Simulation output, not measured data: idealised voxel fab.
voxel tone inversion: a process module
cross-section cut | 270 nm wide | cells 5 nm
Cross-section layout: square cells on a grid; listed as bands, top to bottom; a band spans one or more cell rows.
Read a band's entry like this: the first values are the height of its top and the height of its bottom in nm, and what follows is the sequence of materials from left to right, each with its width in nm. Note that "air" is empty space, and that a single material marked "edge to edge" reaches across the band from edge to edge.
Heights are expressed relative to 0, this being the level below which the as-received wafer comprises one material exclusively. The lowest band is unbounded in the downward direction and is denoted as in "0 nm and below".
So if you see something like "30->40" for the width, read it as the top row of the band sitting at the first number and the bottom row at the second, with every row in between moving by the same amount as the last.
"stayed the same" for a step: no cell of the cross-section changed in that step.
Fully closed voids: empty space of 8 cells or more with no open way to the top, each as width x height at its distance from the left edge, in nm
Step line, after settings: the simulator's comment on this step.
overlay nm: step with mask; distance mask lay right of planned place; negative value = left of planned place.
Process steps - plan
| 1 | RECEIVE (material Si) |
| 2 | CONFORMAL_DEP (material SiN; thk nm 10) |
| 3 | DIRECTIONAL_DEP (material polySi; thk nm 15) |
| 4 | PATTERN (tone cover; mask id POSTS; material resist; width nm 20; pitch nm 40; thk nm 25; overlay nm 0) |
| 5 | DIRECTIONAL_ETCH (etch materials polySi; depth nm 15) |
| 6 | STRIP (etch materials resist) |
| 7 | FILL_DEP (material lowk; thk nm 5) |
| 8 | CMP (height nm 25) |
| 9 | STRIP (etch materials polySi) |
| 10 | CONFORMAL_DEP (material TiN; thk nm 5) |
| 11 | FILL_DEP (material Ru; thk nm 10) |
| 12 | CMP (height nm 25) |
| 13 | CONFORMAL_DEP (material SiCN; thk nm 5) |
Cross-section: wafer on arrival = after step 1
    0 nm and below = Si edge to edge
    Fully closed voids: none
First of two wafers at the end of the module, shown in cross-section; run carried out as planned
    30 nm to 25 nm = SiCN edge to edge
    25 nm to 15 nm = lowk (85); TiN (5); Ru (10); TiN (5); lowk (20); TiN (5); Ru (10); TiN (5); lowk (20); TiN (5); Ru (10); TiN (5); lowk (85)
    15 nm to 10 nm = lowk (85); TiN (20); lowk (20); TiN (20); lowk (20); TiN (20); lowk (85)
    10 nm to 0 nm = SiN edge to edge
    0 nm and below = Si edge to edge
    Fully closed voids: none
Wafer two (of two), end-of-module cross-section: start = wafer one, plan = wafer one, one run mistake
    30 nm to 25 nm = SiCN edge to edge
    25 nm to 15 nm = Ru (80); TiN (5); lowk (20); TiN (5); Ru (10); TiN (5); lowk (20); TiN (5); Ru (10); TiN (5); lowk (20); TiN (5); Ru (80)
    15 nm to 10 nm = TiN (85); lowk (20); TiN (20); lowk (20); TiN (20); lowk (20); TiN (85)
    10 nm to 0 nm = SiN edge to edge
    0 nm and below = Si edge to edge
    Fully closed voids: none
What was the processing mistake? it should be noted that step 4 was executed with settings other than those planned, the operation and settings actually applied being PATTERN (tone open; mask id POSTS; material resist; width nm 20; pitch nm 40; thk nm 25; overlay nm 0)
The final cell counts differ between the wafers, with the second having more or fewer of some materials than the first: Ru: 60 more; TiN: 30 more; lowk: 90 fewer
